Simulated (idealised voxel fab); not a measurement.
A process module follows: voxel capacitor over wiring.
Each square cell in cross-section cut measures 5 nm, and the section as a whole is 255 nm wide.
Throughout this document, each cross-section is represented as a grid of square cells and is presented as a sequence of bands enumerated from the top downward, where a band comprises one or more rows of cells. In this notation a band is specified by the heights of its top and bottom, in that order and in nm, after which its materials appear from left to right, each paired with its width in nm. The word "throughout" attached to a single material means that material fills the band from edge to edge; the word "empty" stands for empty space. Below 0: as-received wafer, all one material; heights counted from there. Lowest band: no bottom, goes on down, written "0 -> down". The notation "30->40" denotes a width that varies across the rows of cells in the band, beginning at the first number in the top row, finishing at the second number in the bottom row, and changing by an identical amount from each row to the next. For the purposes of this document, the phrase "no change occurred" attached to a step denotes that no cell within the cross-section was modified by that step. "Non-vented voids": empty spaces of 8 cells or more with no open way to the top, each given as width x height at distance, distance from the left edge, all in nm. If you see something after the settings on a step's line, that's the simulator's own remark about that step. "overlay nm", when on a step's line for a step with a mask, measures how far to the right of its planned place the mask lay; a negative measure means to the left.
**The process steps that were planned are listed below**
step 1: op RECEIVE | material Si
step 2: op CONFORMAL_DEP | material SiO2 | thk nm 15
step 3: op CONFORMAL_DEP | material SiN | thk nm 5
step 4: op DIRECTIONAL_DEP | material lowk | thk nm 15
step 5: op PATTERN | tone open | mask id METAL_1 | material resist | width nm 30 | pitch nm 90 | thk nm 15 | overlay nm 0
step 6: op DIRECTIONAL_ETCH | etch materials lowk | depth nm 15
step 7: op DIRECTIONAL_ETCH | etch materials SiN | depth nm 5
step 8: op STRIP | etch materials resist
step 9: op CONFORMAL_DEP | material TiN | thk nm 5
step 10: op FILL_DEP | material Ru | thk nm 10
step 11: op CMP | height nm 35
step 12: op CONFORMAL_DEP | material SiCN | thk nm 5
step 13: op DIRECTIONAL_DEP | material lowk | thk nm 10
step 14: op MASKED_ETCH | tone open | mask id PLUG_1 | width nm 15 | etch materials lowk | depth nm 10 | overlay nm 0
step 15: op MASKED_ETCH | tone open | mask id PLUG_1 | width nm 15 | etch materials SiCN | depth nm 5 | overlay nm 0
step 16: op CONFORMAL_DEP | material TiN | thk nm 5
step 17: op FILL_DEP | material Ru | thk nm 5
step 18: op CMP | height nm 50
step 19: op DIRECTIONAL_DEP | material TiN | thk nm 5
step 20: op DIRECTIONAL_DEP | material HfO2 | thk nm 5
step 21: op DIRECTIONAL_DEP | material TiN | thk nm 5
step 22: op PATTERN | tone cover | mask id UPPER_PLATE | material resist | width nm 65 | thk nm 15 | overlay nm 0
step 23: op DIRECTIONAL_ETCH | etch materials TiN | depth nm 5
step 24: op DIRECTIONAL_ETCH | etch materials HfO2 | depth nm 5
step 25: op STRIP | etch materials resist
step 26: op MASKED_ETCH | tone cover | mask id LOWER_PLATE | width nm 75 | etch materials TiN | depth nm 5 | overlay nm 0
step 27: op FILL_DEP | material SiO2 | thk nm 15
step 28: op CMP | height nm 75
step 29: op PATTERN | tone open | mask id PLUG_2 | material resist | width nm 15 | thk nm 15 | overlay nm 0
step 30: op DIRECTIONAL_ETCH | etch materials SiO2 | depth nm 10
step 31: op STRIP | etch materials resist
step 32: op CONFORMAL_DEP | material TiN | thk nm 5
step 33: op FILL_DEP | material Cu | thk nm 5
step 34: op CMP | height nm 75
step 35: op CONFORMAL_DEP | material SiCN | thk nm 5
**Account of the first of two wafers, which was processed as intended**
**Cross-section of the wafer as it came to us, i.e., already through step 1**
  0 -> down: Si throughout
  Non-vented voids: none
**Take a look at the wafer's cross-section after step 2**
  15 -> 0: SiO2 throughout
  For the remainder of the cross-section, below 0, there is no change.
**Take a look at the wafer's cross-section after step 3**
  20 -> 15: SiN throughout
  For the remainder of the cross-section, below 15, there is no change.
**Take a look at the wafer's cross-section after step 4**
  35 -> 20: lowk throughout
  For the remainder of the cross-section, below 20, there is no change.
**Take a look at the wafer's cross-section after step 5**
  50 -> 35: resist: 65  empty: 30  resist: 60  empty: 30  resist: 70
  For the remainder of the cross-section, below 35, there is no change.
**Take a look at the wafer's cross-section after step 6**
  50 -> 35: resist: 65  empty: 30  resist: 60  empty: 30  resist: 70
  35 -> 20: lowk: 65  empty: 30  lowk: 60  empty: 30  lowk: 70
  For the remainder of the cross-section, below 20, there is no change.
**Take a look at the wafer's cross-section after step 7**
  50 -> 35: resist: 65  empty: 30  resist: 60  empty: 30  resist: 70
  35 -> 20: lowk: 65  empty: 30  lowk: 60  empty: 30  lowk: 70
  20 -> 15: SiN: 65  empty: 30  SiN: 60  empty: 30  SiN: 70
  For the remainder of the cross-section, below 15, there is no change.
**Take a look at the wafer's cross-section after step 8**
  35 -> 20: lowk: 65  empty: 30  lowk: 60  empty: 30  lowk: 70
  For the remainder of the cross-section, below 20, there is no change.
**Take a look at the wafer's cross-section after step 9**
  40 -> 35: TiN: 70  empty: 20  TiN: 70  empty: 20  TiN: 75
  35 -> 20: lowk: 65  TiN: 5  empty: 20  TiN: 5  lowk: 60  TiN: 5  empty: 20  TiN: 5  lowk: 70
  20 -> 15: SiN: 65  TiN: 30  SiN: 60  TiN: 30  SiN: 70
  For the remainder of the cross-section, below 15, there is no change.
**Take a look at the wafer's cross-section after step 10**
  50 -> 40: Ru throughout
  40 -> 35: TiN: 70  Ru: 20  TiN: 70  Ru: 20  TiN: 75
  35 -> 20: lowk: 65  TiN: 5  Ru: 20  TiN: 5  lowk: 60  TiN: 5  Ru: 20  TiN: 5  lowk: 70
  For the remainder of the cross-section, below 20, there is no change.
**Take a look at the wafer's cross-section after step 11**
  35 -> 20: lowk: 65  TiN: 5  Ru: 20  TiN: 5  lowk: 60  TiN: 5  Ru: 20  TiN: 5  lowk: 70
  For the remainder of the cross-section, below 20, there is no change.
**Take a look at the wafer's cross-section after step 12**
  40 -> 35: SiCN throughout
  For the remainder of the cross-section, below 35, there is no change.
**Take a look at the wafer's cross-section after step 13**
  50 -> 40: lowk throughout
  For the remainder of the cross-section, below 40, there is no change.
**Take a look at the wafer's cross-section after step 14**
  50 -> 40: lowk: 80  empty: 15  lowk: 160
  For the remainder of the cross-section, below 40, there is no change.
**Take a look at the wafer's cross-section after step 15**
  50 -> 40: lowk: 80  empty: 15  lowk: 160
  40 -> 35: SiCN: 80  empty: 15  SiCN: 160
  For the remainder of the cross-section, below 35, there is no change.
**Take a look at the wafer's cross-section after step 16**
  55 -> 50: TiN: 85  empty: 5  TiN: 165
  50 -> 40: lowk: 80  TiN: 5  empty: 5  TiN: 5  lowk: 160
  40 -> 35: SiCN: 80  TiN: 15  SiCN: 160
  For the remainder of the cross-section, below 35, there is no change.
**Take a look at the wafer's cross-section after step 17**
  60 -> 55: Ru throughout
  55 -> 50: TiN: 85  Ru: 5  TiN: 165
  50 -> 40: lowk: 80  TiN: 5  Ru: 5  TiN: 5  lowk: 160
  For the remainder of the cross-section, below 40, there is no change.
**Take a look at the wafer's cross-section after step 18**
  50 -> 40: lowk: 80  TiN: 5  Ru: 5  TiN: 5  lowk: 160
  For the remainder of the cross-section, below 40, there is no change.
**Take a look at the wafer's cross-section after step 19**
  55 -> 50: TiN throughout
  For the remainder of the cross-section, below 50, there is no change.
**Take a look at the wafer's cross-section after step 20**
  60 -> 55: HfO2 throughout
  For the remainder of the cross-section, below 55, there is no change.
**Take a look at the wafer's cross-section after step 21**
  65 -> 60: TiN throughout
  For the remainder of the cross-section, below 60, there is no change.
**Take a look at the wafer's cross-section after step 22**
  80 -> 65: empty: 80  resist: 65  empty: 110
  For the remainder of the cross-section, below 65, there is no change.
**Take a look at the wafer's cross-section after step 23**
  80 -> 65: empty: 80  resist: 65  empty: 110
  65 -> 60: empty: 80  TiN: 65  empty: 110
  For the remainder of the cross-section, below 60, there is no change.
**Take a look at the wafer's cross-section after step 24**
  80 -> 65: empty: 80  resist: 65  empty: 110
  65 -> 60: empty: 80  TiN: 65  empty: 110
  60 -> 55: empty: 80  HfO2: 65  empty: 110
  For the remainder of the cross-section, below 55, there is no change.
**Take a look at the wafer's cross-section after step 25**
  65 -> 60: empty: 80  TiN: 65  empty: 110
  For the remainder of the cross-section, below 60, there is no change.
**Take a look at the wafer's cross-section after step 26**
  65 -> 60: empty: 80  TiN: 65  empty: 110
  60 -> 55: empty: 80  HfO2: 65  empty: 110
  55 -> 50: empty: 75  TiN: 75  empty: 105
  For the remainder of the cross-section, below 50, there is no change.
**Take a look at the wafer's cross-section after step 27**
  80 -> 65: SiO2 throughout
  65 -> 60: SiO2: 80  TiN: 65  SiO2: 110
  60 -> 55: SiO2: 80  HfO2: 65  SiO2: 110
  55 -> 50: SiO2: 75  TiN: 75  SiO2: 105
  For the remainder of the cross-section, below 50, there is no change.
**Take a look at the wafer's cross-section after step 28**
  75 -> 65: SiO2 throughout
  For the remainder of the cross-section, below 65, there is no change.
**Take a look at the wafer's cross-section after step 29**
  90 -> 75: resist: 90  empty: 15  resist: 150
  For the remainder of the cross-section, below 75, there is no change.
**Take a look at the wafer's cross-section after step 30**
  90 -> 75: resist: 90  empty: 15  resist: 150
  75 -> 65: SiO2: 90  empty: 15  SiO2: 150
  For the remainder of the cross-section, below 65, there is no change.
**Take a look at the wafer's cross-section after step 31**
  75 -> 65: SiO2: 90  empty: 15  SiO2: 150
  For the remainder of the cross-section, below 65, there is no change.
**Take a look at the wafer's cross-section after step 32**
  80 -> 75: TiN: 95  empty: 5  TiN: 155
  75 -> 70: SiO2: 90  TiN: 5  empty: 5  TiN: 5  SiO2: 150
  70 -> 60: SiO2: 90->80  TiN: 15->65  SiO2: 150->110
  For the remainder of the cross-section, below 60, there is no change.
**Take a look at the wafer's cross-section after step 33**
  85 -> 80: Cu throughout
  80 -> 75: TiN: 95  Cu: 5  TiN: 155
  75 -> 70: SiO2: 90  TiN: 5  Cu: 5  TiN: 5  SiO2: 150
  For the remainder of the cross-section, below 70, there is no change.
**Take a look at the wafer's cross-section after step 34**
  75 -> 70: SiO2: 90  TiN: 5  Cu: 5  TiN: 5  SiO2: 150
  For the remainder of the cross-section, below 70, there is no change.
**Take a look at the wafer's cross-section after step 35**
  80 -> 75: SiCN throughout
  For the remainder of the cross-section, below 75, there is no change.
**Okay, second wafer. Nothing different at the start, nothing different in the plan, just one mistake somewhere in the running. As far as step 28, counting that step, it's the first wafer all over again**
**Second wafer, sectioned view, at step 29's planned end time**
  90 -> 75: resist: 90  empty: 20  resist: 145
  For the remainder of the cross-section, below 75, there is no change.
**Second wafer, sectioned view, at step 30's planned end time**
  90 -> 75: resist: 90  empty: 20  resist: 145
  75 -> 65: SiO2: 90  empty: 20  SiO2: 145
  For the remainder of the cross-section, below 65, there is no change.
**Second wafer, sectioned view, at step 31's planned end time**
  75 -> 65: SiO2: 90  empty: 20  SiO2: 145
  For the remainder of the cross-section, below 65, there is no change.
**Second wafer, sectioned view, at step 32's planned end time**
  80 -> 75: TiN: 95  empty: 10  TiN: 150
  75 -> 70: SiO2: 90  TiN: 5  empty: 10  TiN: 5  SiO2: 145
  70 -> 60: SiO2: 90->80  TiN: 20->65  SiO2: 145->110
  For the remainder of the cross-section, below 60, there is no change.
**Second wafer, sectioned view, at step 33's planned end time**
  85 -> 80: Cu throughout
  80 -> 75: TiN: 95  Cu: 10  TiN: 150
  75 -> 70: SiO2: 90  TiN: 5  Cu: 10  TiN: 5  SiO2: 145
  For the remainder of the cross-section, below 70, there is no change.
**Second wafer, sectioned view, at step 34's planned end time**
  75 -> 70: SiO2: 90  TiN: 5  Cu: 10  TiN: 5  SiO2: 145
  For the remainder of the cross-section, below 70, there is no change.
**Second wafer, sectioned view, at step 35's planned end time**
  80 -> 75: SiCN throughout
  For the remainder of the cross-section, below 75, there is no change.
Against the plan, the run slipped here: in deviation from the planned setting, step 29 was conducted as op PATTERN | tone open | mask id PLUG_2 | material resist | width nm 20 | thk nm 15 | overlay nm 0
Cell-count delta at end, second wafer over first, by material: +1 Cu; -2 SiO2; +1 TiN
